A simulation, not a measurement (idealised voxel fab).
A process module follows: voxel air gaps.
Cross-section cut: width 235 nm, square cells of 5 nm.
Heads up, the way a cross-section reads in here is a grid of square cells, handed over as bands from the top down, with every band being one or more rows of cells. Heights first: top, then bottom, in nm. Then materials, left to right, each with a width in nm. "everywhere" on a single material: fills the band edge to edge. "blank": empty space. A quick word on heights: they are counted from 0, and under that level the wafer as it came to us is one material throughout. The lowest band is different from the rest in having no bottom; it simply continues downward, written as in "top 0, no bottom". Read "30->40" as a graded width: first number on top, second number at the bottom, same change between each pair of neighbouring rows. "no change" for a step: no cell of the cross-section changed in that step. Entry "Voids, sealed". Content: empty spaces with no open connection to the top, size 8 cells or greater. Each: width x height at distance. Distance: from left edge. Unit: nm. If you see something after the settings on a step's line, that's the simulator's own remark about that step. overlay nm, on a step with a mask: how far to the right of its planned place the mask lay; to the left if negative.

Process steps (planned):
1. RECEIVE [material Si]
2. CONFORMAL_DEP [material SiO2] [thk nm 10]
3. CONFORMAL_DEP [material SiCN] [thk nm 5]
4. DIRECTIONAL_DEP [material SiO2] [thk nm 40]
5. MASKED_ETCH [tone open] [mask id LINES] [width nm 20] [pitch nm 45] [etch materials SiO2] [depth nm 40] [overlay nm 0]
6. CONFORMAL_DEP [material TiN] [thk nm 5]
7. FILL_DEP [material W] [thk nm 5]
8. CMP [height nm 55]
9. EPI [material Ru] [thk nm 10]
10. SELECTIVE_ETCH [etch materials SiO2] [depth nm 50]
11. CONFORMAL_DEP [material SiCN] [thk nm 5]

Incoming wafer in cross-section (state: after step 1):
* top 0, no bottom  Si everywhere
* Voids, sealed: none

Wafer at module end, in section. Began as above, planned as above, run with one mistake:
* top 70, bottom 65  SiCN everywhere
* top 65, bottom 55  Ru everywhere
* top 55, bottom 50  TiN (45) | W (10) | TiN (35) | W (10) | TiN (35) | W (10) | TiN (35) | W (10) | TiN (45)
* top 50, bottom 15  SiO2 (40) | TiN (5) | W (10) | TiN (5) | SiO2 (25) | TiN (5) | W (10) | TiN (5) | SiO2 (25) | TiN (5) | W (10) | TiN (5) | SiO2 (25) | TiN (5) | W (10) | TiN (5) | SiO2 (40)
* top 15, bottom 10  SiO2 (40) | TiN (20) | SiO2 (25) | TiN (20) | SiO2 (25) | TiN (20) | SiO2 (25) | TiN (20) | SiO2 (40)
* top 10, bottom 5  SiCN everywhere
* top 5, bottom 0  SiO2 everywhere
* top 0, no bottom  Si everywhere
* Voids, sealed: none
Which mistake was made when the wafer was run? step 2 went in with a setting other than planned; the actual run was CONFORMAL_DEP [material SiO2] [thk nm 5]
